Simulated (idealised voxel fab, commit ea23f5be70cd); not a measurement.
process module | voxel transistor to metal
cross-section cut | 265 nm wide | cells 5 nm
A cross-section is a grid of square cells, given in bands from the top down. A band is one or more rows of cells.
Each band's line starts with the height of the band's top and of its bottom, in nm. Then come its materials from left to right, each with its width in nm. One material with "throughout" fills the band from edge to edge. "air" is empty space.
Height 0 is the level under which the wafer as received is all one material. The lowest band goes on downwards, as in "0 down".
A width such as "30 to 40" changes by the same amount from each row of cells to the next, from the band's top row to its bottom row.
"no change" after a step means that no cell of the cross-section changed.
closed voids: empty space of 8 cells or more with no open way to the top, each as width x height at its distance from the left edge, in nm
after a step's settings: what the simulator itself notes on the step
overlay nm, on a step with a mask: how far to the right of its planned place the mask lay; to the left if negative
plan
1 op RECEIVE | material Si
2 op OXIDIZE | depth nm 5
3 op CONFORMAL_DEP | material SiN | thk nm 10
4 op DIRECTIONAL_DEP | material aC | thk nm 15
5 op PATTERN | tone cover | mask id ACTIVE | material resist | width nm 95 | pitch nm 120 | thk nm 30 | overlay nm 0
6 op DIRECTIONAL_ETCH | etch materials aC | depth nm 15
7 op STRIP | etch materials resist
8 op DIRECTIONAL_ETCH | etch materials SiN | depth nm 10
9 op DIRECTIONAL_ETCH | etch materials SiO2 | depth nm 5
10 op DIRECTIONAL_ETCH | etch materials Si | depth nm 25
11 op STRIP | etch materials aC
12 op FILL_DEP | material SiO2 | thk nm 10
13 op CMP | height nm 10
14 op SELECTIVE_ETCH | etch materials SiO2 | depth nm 10
15 op STRIP | etch materials SiN
16 op SELECTIVE_ETCH | etch materials SiO2 | depth nm 5
17 op OXIDIZE | depth nm 5
18 op DIRECTIONAL_DEP | material polySi | thk nm 30
19 op DIRECTIONAL_DEP | material SiCN | thk nm 15
20 op PATTERN | tone cover | mask id GATE | material resist | width nm 25 | pitch nm 120 | thk nm 20 | overlay nm 0
21 op DIRECTIONAL_ETCH | etch materials SiCN | depth nm 25
22 op DIRECTIONAL_ETCH | etch materials polySi | depth nm 40
23 op STRIP | etch materials resist
24 op CONFORMAL_DEP | material SiN | thk nm 10
25 op DIRECTIONAL_ETCH | etch materials SiN | depth nm 10
26 op DIRECTIONAL_ETCH | etch materials SiO2 | depth nm 5
27 op DIRECTIONAL_ETCH | etch materials Si | depth nm 10
28 op EPI | material pSi | thk nm 15
29 op FILL_DEP | material SiO2 | thk nm 10
30 op CMP | height nm 40
31 op DIRECTIONAL_DEP | material SiO2 | thk nm 15
32 op PATTERN | tone open | mask id CONTACT | material resist | width nm 25 | pitch nm 60 | thk nm 15 | overlay nm 0
33 op DIRECTIONAL_ETCH | etch materials SiO2 | depth nm 60
34 op STRIP | etch materials resist
35 op CONFORMAL_DEP | material TiN | thk nm 5
36 op FILL_DEP | material W | thk nm 5
37 op CMP | height nm 55
38 op CONFORMAL_DEP | material SiN | thk nm 5
39 op DIRECTIONAL_DEP | material lowk | thk nm 20
40 op PATTERN | tone open | mask id METAL_1 | material resist | width nm 15 | thk nm 20 | overlay nm 0
41 op DIRECTIONAL_ETCH | etch materials lowk | depth nm 20
42 op DIRECTIONAL_ETCH | etch materials SiN | depth nm 5
43 op STRIP | etch materials resist
44 op CONFORMAL_DEP | material TiN | thk nm 5
45 op FILL_DEP | material W | thk nm 10
46 op CMP | height nm 80
47 op CONFORMAL_DEP | material SiCN | thk nm 5
48 op DIRECTIONAL_DEP | material SiO2 | thk nm 30
49 op MASKED_ETCH | tone open | mask id METAL_2 | width nm 15 | pitch nm 120 | etch materials SiO2 | depth nm 20 | overlay nm 0
50 op DIRECTIONAL_DEP | material aC | thk nm 10
51 op PATTERN | tone open | mask id METAL_2_HOLES | material resist | width nm 15 | pitch nm 120 | thk nm 30 | overlay nm 0
52 op DIRECTIONAL_ETCH | etch materials aC | depth nm 10
53 op STRIP | etch materials resist
54 op DIRECTIONAL_ETCH | etch materials SiO2 | depth nm 10
55 op DIRECTIONAL_ETCH | etch materials SiCN | depth nm 5
56 op STRIP | etch materials aC
57 op CONFORMAL_DEP | material TiN | thk nm 5
58 op FILL_DEP | material Cu | thk nm 10
59 op CMP | height nm 115
60 op CONFORMAL_DEP | material SiN | thk nm 5
as received, after step 1
  0 down: Si throughout
  closed voids: none
a wafer at the end: this start, this plan, one mistake
  120 to 115: SiN throughout
  115 to 100: SiO2 30 | TiN 5 | Cu 5 | TiN 5 | SiO2 105 | TiN 5 | Cu 5 | TiN 5 | SiO2 100
  100 to 95: SiCN 30 | TiN 15 | SiCN 105 | TiN 15 | SiCN 100
  95 to 85: W throughout
  85 to 80: TiN 35 | W 5 | TiN 65 | W 5 | TiN 45 | W 5 | TiN 65 | W 5 | TiN 35
  80 to 60: lowk 30 | TiN 5 | W 5 | TiN 5 | lowk 55 | TiN 5 | W 5 | TiN 5 | lowk 35 | TiN 5 | W 5 | TiN 5 | lowk 55 | TiN 5 | W 5 | TiN 5 | lowk 30
  60 to 55: SiN 30 | TiN 15 | SiN 55 | TiN 15 | SiN 35 | TiN 15 | SiN 55 | TiN 15 | SiN 30
  55 to 45: SiO2 30 | TiN 5 | W 15 | TiN 5 | SiO2 35 | TiN 5 | W 15 | TiN 5 | SiO2 35 | TiN 5 | W 15 | TiN 5 | SiO2 35 | TiN 5 | W 15 | TiN 5 | SiO2 30
  45 to 40: SiO2 30 | TiN 5 | W 10 | TiN 10 | SiO2 35 | TiN 10 | W 10 | TiN 5 | SiO2 35 | TiN 5 | W 10 | TiN 10 | SiO2 35 | TiN 10 | W 10 | TiN 5 | SiO2 30
  40 to 25: SiO2 30 | TiN 5 | W 10 | TiN 5 | SiN 10 | SiCN 25 | SiN 10 | TiN 5 | W 10 | TiN 5 | SiO2 35 | TiN 5 | W 10 | TiN 5 | SiN 10 | SiCN 25 | SiN 10 | TiN 5 | W 10 | TiN 5 | SiO2 30
  25 to 10: SiO2 30 | TiN 5 | W 10 | TiN 5 | SiN 10 | polySi 25 | SiN 10 | TiN 5 | W 10 | TiN 5 | SiO2 35 | TiN 5 | W 10 | TiN 5 | SiN 10 | polySi 25 | SiN 10 | TiN 5 | W 10 | TiN 5 | SiO2 30
  10 to 5: SiO2 30 | TiN 20 | SiN 10 | polySi 25 | SiN 10 | TiN 20 | SiO2 35 | TiN 20 | SiN 10 | polySi 25 | SiN 10 | TiN 20 | SiO2 30
  5 to -5: SiO2 30 | TiN 5 | pSi 15 | SiN 10 | polySi 25 | SiN 10 | pSi 15 | TiN 5 | SiO2 35 | TiN 5 | pSi 15 | SiN 10 | polySi 25 | SiN 10 | pSi 15 | TiN 5 | SiO2 30
  -5 to -10: SiO2 20 | pSi 30 | SiO2 45 | pSi 30 | SiO2 15 | pSi 30 | SiO2 45 | pSi 30 | SiO2 20
  -10 to -20: SiO2 25 | pSi 25 | Si 45 | pSi 25 | SiO2 25 | pSi 25 | Si 45 | pSi 25 | SiO2 25
  -20 to -30: SiO2 25 | Si 95 | SiO2 25 | Si 95 | SiO2 25
  -30 down: Si throughout
  closed voids: none
what went wrong: step 46 was left out
